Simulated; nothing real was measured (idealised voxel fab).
Module name: voxel self aligned contacts (process module)
FYI the section here is cut, 225 nm wide, cells are 5 nm squares.
Think of the cross-section as a grid of square cells. We describe it in bands, top to bottom, and each band covers one or more rows of those cells.
First you get the band's top height and its bottom height, in nm, and then the materials it's made of, left to right, with each width in nm. If you see a single material with "throughout", that one covers the band edge to edge. "air" is empty space.
Convention: height 0 is the level below which the wafer, as received, is all one material. The lowest band does not terminate at the bottom but continues downward, represented as "0..down".
Read "30..40" as a graded width: first number on top, second number at the bottom, same change between each pair of neighbouring rows.
"no change", as given for a step, is the statement that not any cell of the cross-section underwent a change during that step.
Heads up: "Voids, enclosed" only lists the empty pockets with no open path to the top that are 8 cells or more, and it writes them as width x height at distance, distance from the left edge, in nm.
On each step's line, the part that comes after the settings is the simulator's own comment on the step.
For masked steps, "overlay nm" on the step line gives how far right of plan the mask actually lay; a minus sign means it lay to the left.

The following list gives the planned process steps:
1) RECEIVE (material Si)
2) CONFORMAL_DEP (material SiO2; thk nm 5)
3) DIRECTIONAL_DEP (material polySi; thk nm 30)
4) DIRECTIONAL_DEP (material SiN; thk nm 20)
5) PATTERN (tone cover; mask id GATE; material resist; width nm 25; pitch nm 60; thk nm 20; overlay nm 0)
6) DIRECTIONAL_ETCH (etch materials SiN; depth nm 20)
7) DIRECTIONAL_ETCH (etch materials polySi; depth nm 30)
8) STRIP (etch materials resist)
9) CONFORMAL_DEP (material SiN; thk nm 5)
10) DIRECTIONAL_ETCH (etch materials SiN; depth nm 5)
11) FILL_DEP (material SiO2; thk nm 15)
12) CMP (height nm 60)
13) MASKED_ETCH (tone open; mask id CONTACT; width nm 45; etch materials SiO2; depth nm 60; overlay nm 0)
14) CONFORMAL_DEP (material TiN; thk nm 5)
15) FILL_DEP (material Ru; thk nm 10)
16) CMP (height nm 60)
17) CONFORMAL_DEP (material SiCN; thk nm 5)

Cross-section, incoming material, after step 1:
  0..down | Si throughout
  Voids, enclosed: none

Look at the cross-section after the module: the wafer started out the way shown above and the plan was the one shown above, yet one mistake was made along the way:
  65..60 | SiCN throughout
  60..55 | SiO2 65 nm  SiN 35 nm  TiN 25 nm  SiN 35 nm  SiO2 65 nm
  55..35 | SiN throughout
  35..5 | polySi throughout
  5..0 | SiO2 throughout
  0..down | Si throughout
  Voids, enclosed: none
what went wrong: regarding the plan, step 4 was run twice
